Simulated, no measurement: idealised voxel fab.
Name of the process module below: voxel tone inversion
Xsec cut, 195 nm wide, square cell size 5 nm.
This document writes a cross-section as a grid whose cells are square, and gives it as bands, listed from the top down; one or more rows of cells form a band.
Heights first: top, then bottom, in nm. Then materials, left to right, each with a width in nm. "edge to edge" on a single material: fills the band edge to edge. "empty": empty space.
Height reference: 0 = level under which incoming wafer is all one material. Lowest band: no bottom, runs on downward, e.g. "0 and below".
Quick explanation for "30 to 40": the width changes in equal steps down the rows of cells, from the first number in the band's top row to the second number in its bottom row.
Step marked "stayed the same"? Then no cell in the cross-section changed in it.
What "Trapped voids" gives you is every empty space of 8 cells or more that is cut off from the top. Each appears as width x height at distance, with the distance taken from the left edge and width, height and distance all in nm.
Whatever follows a step's settings on its line is a remark the simulator itself makes about that step.
What "overlay nm" on a step's line means: if the step has a mask, that mask lay this far to the right of its planned place, or, when the value is negative, to the left.

The steps planned for the process are as follows
1,RECEIVE with material Si
2,CONFORMAL_DEP with material SiCN, thk nm 10
3,DIRECTIONAL_DEP with material aC, thk nm 20
4,PATTERN with tone cover, mask id POSTS, material resist, width nm 15, pitch nm 45, thk nm 25, overlay nm 0
5,DIRECTIONAL_ETCH with etch materials aC, depth nm 20
6,STRIP with etch materials resist
7,FILL_DEP with material lowk, thk nm 5
8,CMP with height nm 30
9,STRIP with etch materials aC
10,CONFORMAL_DEP with material TiN, thk nm 5
11,FILL_DEP with material Cu, thk nm 5
12,CMP with height nm 30
13,CONFORMAL_DEP with material SiCN, thk nm 5

As-received state of the wafer in cross-section, equivalent to post-step 1
  0 and below: Si edge to edge
  Trapped voids: none

What the wafer looks like in cross-section after this module, when it starts as shown above and follows the plan above but one mistake is made in running it
  30 down to 25: SiCN edge to edge
  25 down to 15: lowk: 45, then TiN: 5, then Cu: 5, then TiN: 5, then lowk: 30, then TiN: 5, then Cu: 5, then TiN: 5, then lowk: 30, then TiN: 5, then Cu: 5, then TiN: 5, then lowk: 45
  15 down to 10: lowk: 45, then TiN: 15, then lowk: 30, then TiN: 15, then lowk: 30, then TiN: 15, then lowk: 45
  10 down to 0: SiCN edge to edge
  0 and below: Si edge to edge
  Trapped voids: none
What went wrong in running the wafer? step 12 ran differently from the plan; actual operation with settings: CMP with height nm 25
